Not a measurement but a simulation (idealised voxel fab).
process module | voxel ribs on slabs
cross-section cut | 245 nm wide | cells 5 nm
A cross-section is a grid of square cells, given in bands from the top down. A band is one or more rows of cells.
Each band's line starts with the height of the band's top and of its bottom, in nm. Then come its materials from left to right, each with its width in nm. One material with "throughout" fills the band from edge to edge. "air" is empty space.
Height 0 is the level under which the wafer as received is all one material. The lowest band goes on downwards, as in "0 down".
A width such as "30 to 40" changes by the same amount from each row of cells to the next, from the band's top row to its bottom row.
"no change" after a step means that no cell of the cross-section changed.
closed voids: empty space of 8 cells or more with no open way to the top, each as width x height at its distance from the left edge, in nm
after a step's settings: what the simulator itself notes on the step
overlay nm, on a step with a mask: how far to the right of its planned place the mask lay; to the left if negative
plan
1 op RECEIVE | material Si
2 op DIRECTIONAL_DEP | material SiO2 | thk nm 25
3 op DIRECTIONAL_DEP | material SiN | thk nm 25
4 op DIRECTIONAL_DEP | material aC | thk nm 15
5 op PATTERN | tone cover | mask id RIB | material resist | width nm 15 | thk nm 30 | overlay nm 0
6 op DIRECTIONAL_ETCH | etch materials aC | depth nm 15
7 op STRIP | etch materials resist
8 op DIRECTIONAL_ETCH | etch materials SiN | depth nm 5
9 op STRIP | etch materials aC
10 op MASKED_ETCH | tone cover | mask id SLAB | width nm 55 | etch materials SiN | depth nm 20 | overlay nm 0
11 op FILL_DEP | material SiO2 | thk nm 20
12 op CMP | height nm 65
13 op DIRECTIONAL_DEP | material TiN | thk nm 10
14 op PATTERN | tone cover | mask id HEATER | material resist | width nm 25 | thk nm 15 | overlay nm 0
15 op DIRECTIONAL_ETCH | etch materials TiN | depth nm 10
16 op STRIP | etch materials resist
17 op CONFORMAL_DEP | material SiN | thk nm 10
as received, after step 1
  0 down: Si throughout
  closed voids: none
a wafer at the end: this start, this plan, one mistake
  75 to 65: air 110 | TiN 25 | air 110
  65 to 50: SiO2 throughout
  50 to 45: SiO2 115 | SiN 15 | SiO2 115
  45 to 25: SiO2 95 | SiN 55 | SiO2 95
  25 to 0: SiO2 throughout
  0 down: Si throughout
  closed voids: none
what went wrong: step 17 was left out
